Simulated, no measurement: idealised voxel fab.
Title: Process Module voxel fin reveal
cross-section cut | 230 nm wide | cells 5 nm
Throughout this document, each cross-section is represented as a grid of square cells and is presented as a sequence of bands enumerated from the top downward, where a band comprises one or more rows of cells.
Per band: top height and bottom height in nm, followed by the left-to-right materials and their widths in nm; "full width" marks a single material spanning edge to edge, "blank" marks empty space.
All heights in this document are referenced to 0, defined as the level beneath which the wafer, as received, consists entirely of one material. The lowest band is not bounded below; it extends indefinitely downward and is written in the form "0..down".
So if you see something like "30 to 40" for the width, read it as the top row of the band sitting at the first number and the bottom row at the second, with every row in between moving by the same amount as the last.
No cell of the cross-section changed in a step that is given as "remained the same".
Basically, "Fully enclosed voids" tells you about the enclosed voids: empty spaces with no open way to the top, 8 cells or bigger, each written width x height at distance, where distance is from the left edge, all in nm.
On a step's line, text after the settings is the simulator commenting on that step.
"overlay nm" answers the question of how far to the right of plan the mask lay on a step that has a mask, and when it is negative the answer is to the left.

## Process steps foreseen in the plan
1. RECEIVE: material Si
2. CONFORMAL_DEP: material SiN, thk nm 5
3. DIRECTIONAL_DEP: material aC, thk nm 10
4. PATTERN: tone cover, mask id FINS, material resist, width nm 15, pitch nm 40, thk nm 25, overlay nm 0
5. DIRECTIONAL_ETCH: etch materials aC, depth nm 10
6. STRIP: etch materials resist
7. DIRECTIONAL_ETCH: etch materials SiN, depth nm 5
8. DIRECTIONAL_ETCH: etch materials Si, depth nm 30
9. STRIP: etch materials aC
10. OXIDIZE: depth nm 5
11. FILL_DEP: material SiO2, thk nm 10
12. CMP: height nm 5
13. SELECTIVE_ETCH: etch materials SiO2, depth nm 15
14. STRIP: etch materials SiN
15. CONFORMAL_DEP: material HfO2, thk nm 5

## Received-state cross-section, reflecting completion of step 1
  0..down | Si full width
  Fully enclosed voids: none

## Cross-sectional image of the first of two wafers at the end of the module, the run having proceeded as planned
  5..0 | blank 85 nm | HfO2 15 nm | blank 25 nm | HfO2 15 nm | blank 90 nm
  0..-5 | blank 85 nm | HfO2 5 nm | Si 5 nm | HfO2 5 nm | blank 25 nm | HfO2 5 nm | Si 5 nm | HfO2 5 nm | blank 90 nm
  -5..-10 | HfO2 90 nm | Si 5 nm | HfO2 35 nm | Si 5 nm | HfO2 95 nm
  -10..-35 | SiO2 90 nm | Si 5 nm | SiO2 35 nm | Si 5 nm | SiO2 95 nm
  -35..down | Si full width
  Fully enclosed voids: none

## Presented here is a cross-section of the second of the two wafers as it stood at the end of the module. It was started in the same manner and assigned the same plan as the first wafer; however, one mistake was made in its execution
  5..0 | blank 85 nm | HfO2 15 nm | blank 25 nm | HfO2 15 nm | blank 90 nm
  0..-5 | blank 85 nm | HfO2 5 nm | Si 5 nm | HfO2 5 nm | blank 25 nm | HfO2 5 nm | Si 5 nm | HfO2 5 nm | blank 90 nm
  -5..-10 | HfO2 75 nm | blank 10 nm | HfO2 5 nm | Si 5 nm | HfO2 5 nm | blank 25 nm | HfO2 5 nm | Si 5 nm | HfO2 5 nm | blank 10 nm | HfO2 80 nm
  -10..-15 | SiO2 70 nm | HfO2 20 nm | Si 5 nm | HfO2 35 nm | Si 5 nm | HfO2 20 nm | SiO2 75 nm
  -15..-35 | SiO2 90 nm | Si 5 nm | SiO2 35 nm | Si 5 nm | SiO2 95 nm
  -35..down | Si full width
  Fully enclosed voids: none
Processing error: swap of plan steps 13 and 14 during execution
Wrapping up, a cell-based count of both wafers puts the second over or under the first for these materials: +6 HfO2; -15 SiO2
